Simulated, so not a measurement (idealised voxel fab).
The following process module bears the name voxel transistor to metal.
This is section cut - it's 165 nm across, gridded in 5 nm square cells.
The cross-sections in this document take the form of a grid made of square cells. They are written out as bands, in order from top to bottom. Each band consists of one or more rows of cells. Each band's line starts with the height of the band's top and of its bottom, in nm. Then come its materials from left to right, each with its width in nm. One material with "throughout" fills the band from edge to edge. "air" is empty space. It should be noted that heights are counted from 0, beneath which the wafer as supplied is of one material throughout, and that the lowest band possesses no lower boundary but continues downward, as written in "0 -> down". The two numbers in a width such as "30 to 40" mark its ends across the band: the first belongs to the top row of cells, the second to the bottom row, and from each row to the next the width moves by the same amount. The cross-section has no changed cell in any step marked "no change occurred". Enclosed voids (no open way to top), threshold 8 cells or more, entry "Unvented cavities", notation width x height at distance, distance from left edge, nm. Step line, after settings: the simulator's comment on this step. You can add "overlay nm" to a step's line. For a step with a mask, it describes how far the mask lay to the right of its planned position, and a negative number describes a lay to the left.
### Process steps foreseen in the plan
- 1: RECEIVE: material Si
- 2: OXIDIZE: depth nm 5
- 3: CONFORMAL_DEP: material SiN, thk nm 10
- 4: MASKED_ETCH: tone cover, mask id ACTIVE, width nm 115, etch materials SiN, depth nm 10, overlay nm 0
- 5: MASKED_ETCH: tone cover, mask id ACTIVE, width nm 115, etch materials SiO2, depth nm 5, overlay nm 0
- 6: MASKED_ETCH: tone cover, mask id ACTIVE, width nm 115, etch materials Si, depth nm 30, overlay nm 0
- 7: OXIDIZE: depth nm 5
- 8: FILL_DEP: material SiO2, thk nm 10
- 9: CMP: height nm 10
- 10: SELECTIVE_ETCH: etch materials SiO2, depth nm 5
- 11: STRIP: etch materials SiN
- 12: SELECTIVE_ETCH: etch materials SiO2, depth nm 5
- 13: OXIDIZE: depth nm 5
- 14: DIRECTIONAL_DEP: material polySi, thk nm 20
- 15: DIRECTIONAL_DEP: material SiCN, thk nm 15
- 16: DIRECTIONAL_DEP: material aC, thk nm 15
- 17: PATTERN: tone cover, mask id GATE, material resist, width nm 25, thk nm 35, overlay nm 0
- 18: DIRECTIONAL_ETCH: etch materials aC, depth nm 15
- 19: STRIP: etch materials resist
- 20: DIRECTIONAL_ETCH: etch materials SiCN, depth nm 25
- 21: DIRECTIONAL_ETCH: etch materials polySi, depth nm 30
- 22: STRIP: etch materials aC
- 23: CONFORMAL_DEP: material SiN, thk nm 10
- 24: DIRECTIONAL_ETCH: etch materials SiN, depth nm 10
- 25: DIRECTIONAL_ETCH: etch materials SiO2, depth nm 5
- 26: EPI: material pSi, thk nm 5
- 27: FILL_DEP: material SiO2, thk nm 5
- 28: CMP: height nm 15
- 29: STRIP: etch materials polySi
- 30: SELECTIVE_ETCH: etch materials SiO2, depth nm 5
- 31: CONFORMAL_DEP: material HfO2, thk nm 5
- 32: CONFORMAL_DEP: material TiN, thk nm 5
- 33: FILL_DEP: material W, thk nm 10
- 34: CMP: height nm 10
- 35: DIRECTIONAL_DEP: material SiO2, thk nm 15
- 36: DIRECTIONAL_DEP: material aC, thk nm 10
- 37: PATTERN: tone open, mask id CONTACT, material resist, width nm 20, pitch nm 85, thk nm 25, overlay nm 0
- 38: DIRECTIONAL_ETCH: etch materials aC, depth nm 10
- 39: STRIP: etch materials resist
- 40: DIRECTIONAL_ETCH: etch materials SiO2, depth nm 30
- 41: STRIP: etch materials aC
- 42: CONFORMAL_DEP: material TiN, thk nm 5
- 43: FILL_DEP: material W, thk nm 5
- 44: CMP: height nm 25
- 45: CONFORMAL_DEP: material SiCN, thk nm 5
- 46: DIRECTIONAL_DEP: material SiO2, thk nm 20
- 47: MASKED_ETCH: tone open, mask id METAL_1, width nm 20, pitch nm 85, etch materials SiO2, depth nm 20, overlay nm 0
- 48: MASKED_ETCH: tone open, mask id METAL_1, width nm 20, pitch nm 85, etch materials SiCN, depth nm 5, overlay nm 0
- 49: CONFORMAL_DEP: material TiN, thk nm 5
- 50: FILL_DEP: material Cu, thk nm 5
- 51: CMP: height nm 50
- 52: CONFORMAL_DEP: material SiCN, thk nm 5
### Incoming wafer in cross-section (state: after step 1)
* 0 -> down = Si throughout
* Unvented cavities: none
### First of two wafers, end-of-module section, run followed plan
* 55 -> 50 = SiCN throughout
* 50 -> 30 = 30 of SiO2 / 5 of TiN / 10 of Cu / 5 of TiN / 65 of SiO2 / 5 of TiN / 10 of Cu / 5 of TiN / 30 of SiO2
* 30 -> 25 = 30 of SiCN / 20 of TiN / 65 of SiCN / 20 of TiN / 30 of SiCN
* 25 -> 10 = 30 of SiO2 / 5 of TiN / 10 of W / 5 of TiN / 65 of SiO2 / 5 of TiN / 10 of W / 5 of TiN / 30 of SiO2
* 10 -> 0 = 30 of SiO2 / 5 of TiN / 10 of W / 5 of TiN / 10 of SiO2 / 10 of SiN / 5 of HfO2 / 5 of TiN / 5 of W / 5 of TiN / 5 of HfO2 / 10 of SiN / 10 of SiO2 / 5 of TiN / 10 of W / 5 of TiN / 30 of SiO2
* 0 -> -5 = 20 of SiO2 / 10 of SiN / 20 of TiN / 10 of SiO2 / 10 of SiN / 5 of HfO2 / 15 of TiN / 5 of HfO2 / 10 of SiN / 10 of SiO2 / 20 of TiN / 10 of SiN / 20 of SiO2
* -5 -> -10 = 30 of SiO2 / 30 of pSi / 5 of SiO2 / 35 of HfO2 / 5 of SiO2 / 30 of pSi / 30 of SiO2
* -10 -> -40 = 30 of SiO2 / 105 of Si / 30 of SiO2
* -40 -> down = Si throughout
* Unvented cavities: none
### Cross-sectional image of the second wafer of the two following completion of the module. Starting state and process plan were the same as for the first wafer; one execution error occurred
* 55 -> 50 = SiCN throughout
* 50 -> 30 = 30 of SiO2 / 5 of TiN / 10 of Cu / 5 of TiN / 65 of SiO2 / 5 of TiN / 10 of Cu / 5 of TiN / 30 of SiO2
* 30 -> 25 = 30 of SiCN / 20 of TiN / 65 of SiCN / 20 of TiN / 30 of SiCN
* 25 -> 20 = 50 of W / 30 of TiN / 5 of W / 30 of TiN / 50 of W
* 20 -> 15 = 55 of TiN / 20 of HfO2 / 5 of TiN / 5 of W / 5 of TiN / 20 of HfO2 / 55 of TiN
* 15 -> 10 = 60 of HfO2 / 10 of SiN / 5 of HfO2 / 5 of TiN / 5 of W / 5 of TiN / 5 of HfO2 / 10 of SiN / 60 of HfO2
* 10 -> 0 = 60 of SiO2 / 10 of SiN / 5 of HfO2 / 5 of TiN / 5 of W / 5 of TiN / 5 of HfO2 / 10 of SiN / 60 of SiO2
* 0 -> -5 = 20 of SiO2 / 10 of SiN / 30 of SiO2 / 10 of SiN / 5 of HfO2 / 15 of TiN / 5 of HfO2 / 10 of SiN / 30 of SiO2 / 10 of SiN / 20 of SiO2
* -5 -> -10 = 30 of SiO2 / 30 of pSi / 5 of SiO2 / 35 of HfO2 / 5 of SiO2 / 30 of pSi / 30 of SiO2
* -10 -> -40 = 30 of SiO2 / 105 of Si / 30 of SiO2
* -40 -> down = Si throughout
* Unvented cavities: none
Which mistake was made when the wafer was run? step 34 was dropped from the plan's execution and never run
Final tally in cells, some materials are higher or lower on the second wafer than on the first: 34 more of HfO2, 4 more of SiN, 51 fewer of SiO2, 10 more of TiN, 3 more of W
